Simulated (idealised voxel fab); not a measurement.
The document below concerns the process module designated voxel self aligned contacts.
Each square cell in cross-section cut measures 5 nm, and the section as a whole is 230 nm wide.
Cross-section format: a grid of square cells, given as bands from top to bottom; each band is one or more rows of cells.
Quick guide to a band line: top height, bottom height (nm) up front; then every material left to right with its width in nm. Only one material and it's marked "throughout"? Then it fills the band edge to edge. And "blank" just means empty space.
Zero point of the height axis is 0; under it, received wafer = one material. Lowest band: continues down indefinitely, "from 0 down".
A two-number width, for instance "30 to 40", indicates that the width is equal to the first number in the top row of the band and to the second number in the bottom row, and that it changes by a constant amount per row of cells.
No cell of the cross-section changed in a step that is given as "changes: none".
"Enclosed void listing" - sealed voids, min. 8 cells, no opening to top; format: width x height at distance (distance from left edge; nm throughout).
What comes after the settings on a step's line is commentary from the simulator itself on that step.
overlay nm: step with mask; distance mask lay right of planned place; negative value = left of planned place.
Set out below are the planned steps of the process
| 1 | op RECEIVE | material Si |
| 2 | op OXIDIZE | depth nm 5 |
| 3 | op DIRECTIONAL_DEP | material polySi | thk nm 30 |
| 4 | op DIRECTIONAL_DEP | material SiN | thk nm 20 |
| 5 | op DIRECTIONAL_DEP | material aC | thk nm 15 |
| 6 | op PATTERN | tone cover | mask id GATE | material resist | width nm 25 | pitch nm 50 | thk nm 30 | overlay nm 0 |
| 7 | op DIRECTIONAL_ETCH | etch materials aC | depth nm 15 |
| 8 | op STRIP | etch materials resist |
| 9 | op DIRECTIONAL_ETCH | etch materials SiN | depth nm 10 |
| 10 | op DIRECTIONAL_ETCH | etch materials polySi | depth nm 30 |
| 11 | op STRIP | etch materials aC |
| 12 | op CONFORMAL_DEP | material SiN | thk nm 5 |
| 13 | op DIRECTIONAL_ETCH | etch materials SiN | depth nm 5 |
| 14 | op FILL_DEP | material SiO2 | thk nm 20 |
| 15 | op CMP | height nm 60 |
| 16 | op PATTERN | tone open | mask id CONTACT | material resist | width nm 35 | thk nm 15 | overlay nm 0 |
| 17 | op DIRECTIONAL_ETCH | etch materials SiO2 | depth nm 65 |
| 18 | op STRIP | etch materials resist |
| 19 | op CONFORMAL_DEP | material TiN | thk nm 5 |
| 20 | op FILL_DEP | material Ru | thk nm 5 |
| 21 | op CMP | height nm 60 |
| 22 | op CONFORMAL_DEP | material SiCN | thk nm 5 |
The wafers in this document start out alike and differ in the depth nm applied at step 9; the plan shows the value used for the first wafer.
Sectional view: first of several wafers, as received, after step 1
from 0 down = Si throughout
Enclosed void listing: none
Post step 22, the closing step of the module: first of several wafers, cross-sectioned
from 65 to 60 = SiCN throughout
from 60 to 50 = SiO2 (95) | TiN (5 to 15) | Ru (25 to 5) | TiN (5 to 15) | SiO2 (100)
from 50 to 45 = SiO2 (70) | SiN (35) | TiN (5) | Ru (5) | TiN (5) | SiN (35) | SiO2 (75)
from 45 to 40 = SiO2 (70) | SiN (35) | TiN (15) | SiN (35) | SiO2 (75)
from 40 to 30 = SiN throughout
from 30 to 0 = polySi throughout
from 0 to -5 = SiO2 throughout
from -5 down = Si throughout
Enclosed void listing: none
At the end of the module, the last of several wafers in cross-section
from 65 to 60 = SiCN throughout
from 60 to 50 = SiO2 (95) | TiN (5 to 15) | Ru (25 to 5) | TiN (5 to 15) | SiO2 (100)
from 50 to 30 = SiO2 (70) | SiN (35) | TiN (5) | Ru (5) | TiN (5) | SiN (35) | SiO2 (75)
from 30 to 0 = SiO2 (70) | SiN (5) | polySi (25) | SiN (5) | TiN (5) | Ru (5) | TiN (5) | SiN (5) | polySi (25) | SiN (5) | SiO2 (75)
from 0 to -5 = SiO2 (105) | TiN (15) | SiO2 (110)
from -5 down = Si throughout
Enclosed void listing: none
What follows is a table in which each wafer occupies a row; for the wafer as it stands at the close of the module, the row states, material by material, how many cells have been gained (+) or lost (-) since receipt, and then gives its closed voids
depth nm 10; +7 Ru; -46 Si; +46 SiCN; +120 SiN; +182 SiO2; +13 TiN; +276 polySi; Enclosed void listing: none
depth nm 15; +8 Ru; -46 Si; +46 SiCN; +88 SiN; +211 SiO2; +15 TiN; +276 polySi; Enclosed void listing: none
depth nm 20; +16 Ru; -46 Si; +46 SiCN; +80 SiN; +411 SiO2; +31 TiN; +60 polySi; Enclosed void listing: none
depth nm 25; +16 Ru; -46 Si; +46 SiCN; +80 SiN; +411 SiO2; +31 TiN; +60 polySi; Enclosed void listing: none
depth nm 30; +16 Ru; -46 Si; +46 SiCN; +80 SiN; +411 SiO2; +31 TiN; +60 polySi; Enclosed void listing: none
depth nm 35; +16 Ru; -46 Si; +46 SiCN; +80 SiN; +411 SiO2; +31 TiN; +60 polySi; Enclosed void listing: none
